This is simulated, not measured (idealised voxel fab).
process module | voxel self aligned vias
cross-section cut | 265 nm wide | cells 5 nm
A cross-section is a grid of square cells, given in bands from the top down. A band is one or more rows of cells.
Each band's line starts with the height of the band's top and of its bottom, in nm. Then come its materials from left to right, each with its width in nm. One material with "throughout" fills the band from edge to edge. "air" is empty space.
Height 0 is the level under which the wafer as received is all one material. The lowest band goes on downwards, as in "0 down".
A width such as "30 to 40" changes by the same amount from each row of cells to the next, from the band's top row to its bottom row.
"no change" after a step means that no cell of the cross-section changed.
closed voids: empty space of 8 cells or more with no open way to the top, each as width x height at its distance from the left edge, in nm
after a step's settings: what the simulator itself notes on the step
overlay nm, on a step with a mask: how far to the right of its planned place the mask lay; to the left if negative
plan
1 op RECEIVE | material Si
2 op CONFORMAL_DEP | material SiO2 | thk nm 15
3 op CONFORMAL_DEP | material SiCN | thk nm 5
4 op DIRECTIONAL_DEP | material lowk | thk nm 25
5 op DIRECTIONAL_DEP | material aC | thk nm 15
6 op PATTERN | tone open | mask id LINES | material resist | width nm 20 | pitch nm 60 | thk nm 35 | overlay nm 0
7 op DIRECTIONAL_ETCH | etch materials aC | depth nm 15
8 op STRIP | etch materials resist
9 op DIRECTIONAL_ETCH | etch materials lowk | depth nm 25
10 op STRIP | etch materials aC
11 op CONFORMAL_DEP | material TiN | thk nm 5
12 op FILL_DEP | material W | thk nm 5
13 op CMP | height nm 45
14 op SELECTIVE_ETCH | etch materials W Ru TiN | depth nm 10
15 op FILL_DEP | material SiN | thk nm 10
16 op CMP | height nm 45
17 op DIRECTIONAL_DEP | material lowk | thk nm 15
18 op DIRECTIONAL_DEP | material aC | thk nm 15
19 op PATTERN | tone open | mask id VIAS | material resist | width nm 30 | pitch nm 60 | thk nm 35 | overlay nm 0
20 op DIRECTIONAL_ETCH | etch materials aC | depth nm 15
21 op STRIP | etch materials resist
22 op DIRECTIONAL_ETCH | etch materials lowk | depth nm 15
23 op DIRECTIONAL_ETCH | etch materials SiN | depth nm 10
24 op STRIP | etch materials aC
25 op CONFORMAL_DEP | material TiN | thk nm 5
26 op FILL_DEP | material W | thk nm 10
27 op CMP | height nm 60
28 op CONFORMAL_DEP | material SiN | thk nm 5
as received, after step 1
  0 down: Si throughout
  closed voids: none
first wafer at the end, as planned
  65 to 60: SiN throughout
  60 to 50: lowk 55 | TiN 5 | W 20 | TiN 5 | lowk 30 | TiN 5 | W 20 | TiN 5 | lowk 30 | TiN 5 | W 20 | TiN 5 | lowk 60
  50 to 40: lowk 55 to 60 | TiN 10 to 5 | W 10 | TiN 10 to 5 | lowk 30 to 40 | TiN 10 to 5 | W 10 | TiN 10 to 5 | lowk 30 to 40 | TiN 10 to 5 | W 10 | TiN 10 to 5 | lowk 60 to 65
  40 to 35: lowk 60 | TiN 20 | lowk 40 | TiN 20 | lowk 40 | TiN 20 | lowk 65
  35 to 25: lowk 60 | TiN 5 | W 10 | TiN 5 | lowk 40 | TiN 5 | W 10 | TiN 5 | lowk 40 | TiN 5 | W 10 | TiN 5 | lowk 65
  25 to 20: lowk 60 | TiN 20 | lowk 40 | TiN 20 | lowk 40 | TiN 20 | lowk 65
  20 to 15: SiCN throughout
  15 to 0: SiO2 throughout
  0 down: Si throughout
  closed voids: none
second wafer at the end: like start, like plan, one mistake
  65 to 60: SiN throughout
  60 to 45: lowk 55 | TiN 5 | W 20 | TiN 5 | lowk 30 | TiN 5 | W 20 | TiN 5 | lowk 30 | TiN 5 | W 20 | TiN 5 | lowk 60
  45 to 40: SiN 55 | TiN 10 | W 10 | TiN 10 | SiN 30 | TiN 10 | W 10 | TiN 10 | SiN 30 | TiN 10 | W 10 | TiN 10 | SiN 60
  40 to 35: lowk 60 | TiN 20 | lowk 40 | TiN 20 | lowk 40 | TiN 20 | lowk 65
  35 to 20: lowk 60 | TiN 5 | W 10 | TiN 5 | lowk 40 | TiN 5 | W 10 | TiN 5 | lowk 40 | TiN 5 | W 10 | TiN 5 | lowk 65
  20 to 15: lowk 60 | TiN 20 | lowk 40 | TiN 20 | lowk 40 | TiN 20 | lowk 65
  15 to 0: SiO2 throughout
  0 down: Si throughout
  closed voids: none
what went wrong: step 3 was left out
at the end the second wafer has, in cells: 53 fewer of SiCN | 35 more of SiN | 6 more of TiN | 12 more of W
